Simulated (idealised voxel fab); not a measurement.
Name of the process module below: voxel self aligned vias
Section cut is 220 nm wide and gridded with 5 nm square cells.
A cross-section in this document is a grid of square cells, and it is written down as bands, the top band listed before the ones below it; a band is made up of one or more rows of cells. Top height, bottom height, nm. Materials left to right, width each, nm. Single material + "all across" = fills band edge to edge. "empty" = empty. Zero point of the height axis is 0; under it, received wafer = one material. Lowest band: continues down indefinitely, "from 0 down". You'd read "30..40" like this: the band's top row of cells is as wide as the first number, its bottom row is as wide as the second, and going down, every row changes width by the same amount as the row before did. Basically "remained unchanged" means that step didn't change any cell in the cross-section. This entry, "Closed voids list", enumerates those empty regions of no fewer than 8 cells that possess no open connection to the top. Each region is reported in the form width x height at distance, the distance being taken from the left edge, with all three quantities expressed in nm. On a step's line, text after the settings is the simulator commenting on that step. "overlay nm" on a masked step: distance the mask lay right of its planned place, negative for left.

# This section lists the process steps that were planned
step 1: RECEIVE | material Si
step 2: CONFORMAL_DEP | material SiO2 | thk nm 10
step 3: CONFORMAL_DEP | material SiCN | thk nm 5
step 4: DIRECTIONAL_DEP | material lowk | thk nm 25
step 5: MASKED_ETCH | tone open | mask id LINES | width nm 20 | pitch nm 60 | etch materials lowk | depth nm 25 | overlay nm 0
step 6: CONFORMAL_DEP | material TiN | thk nm 5
step 7: FILL_DEP | material W | thk nm 5
step 8: CMP | height nm 40
step 9: SELECTIVE_ETCH | etch materials W Ru TiN | depth nm 5
step 10: FILL_DEP | material SiN | thk nm 10
step 11: CMP | height nm 40
step 12: DIRECTIONAL_DEP | material lowk | thk nm 20
step 13: MASKED_ETCH | tone open | mask id VIAS | width nm 40 | pitch nm 60 | etch materials lowk | depth nm 20 | overlay nm -15
step 14: MASKED_ETCH | tone open | mask id VIAS | width nm 40 | pitch nm 60 | etch materials SiN | depth nm 5 | overlay nm 0
step 15: CONFORMAL_DEP | material TiN | thk nm 5
step 16: FILL_DEP | material W | thk nm 5
step 17: CMP | height nm 60
step 18: CONFORMAL_DEP | material SiN | thk nm 5
Variable across wafers: step 13 overlay nm (plan value is that of the first wafer; starting state common to all).

# Cross-section of the first of several received wafers, showing its state after step 1
> from 0 down | Si all across
> Closed voids list: none

# Each row below is a wafer at the end of the module, listing for every material the number of cells it has gained (+) or lost (-) since it was received, followed by its closed voids
overlay nm -15 | +44 SiCN | +46 SiN | +88 SiO2 | +52 TiN | +50 W | +292 lowk | Closed voids list: none
overlay nm -10 | +44 SiCN | +44 SiN | +88 SiO2 | +52 TiN | +52 W | +292 lowk | Closed voids list: none
overlay nm -5 | +44 SiCN | +44 SiN | +88 SiO2 | +52 TiN | +52 W | +292 lowk | Closed voids list: none
overlay nm 0 | +44 SiCN | +44 SiN | +88 SiO2 | +52 TiN | +52 W | +292 lowk | Closed voids list: none
overlay nm 5 | +44 SiCN | +44 SiN | +88 SiO2 | +52 TiN | +52 W | +292 lowk | Closed voids list: none
overlay nm 10 | +44 SiCN | +44 SiN | +88 SiO2 | +52 TiN | +52 W | +292 lowk | Closed voids list: none
overlay nm 15 | +44 SiCN | +46 SiN | +88 SiO2 | +52 TiN | +50 W | +292 lowk | Closed voids list: none
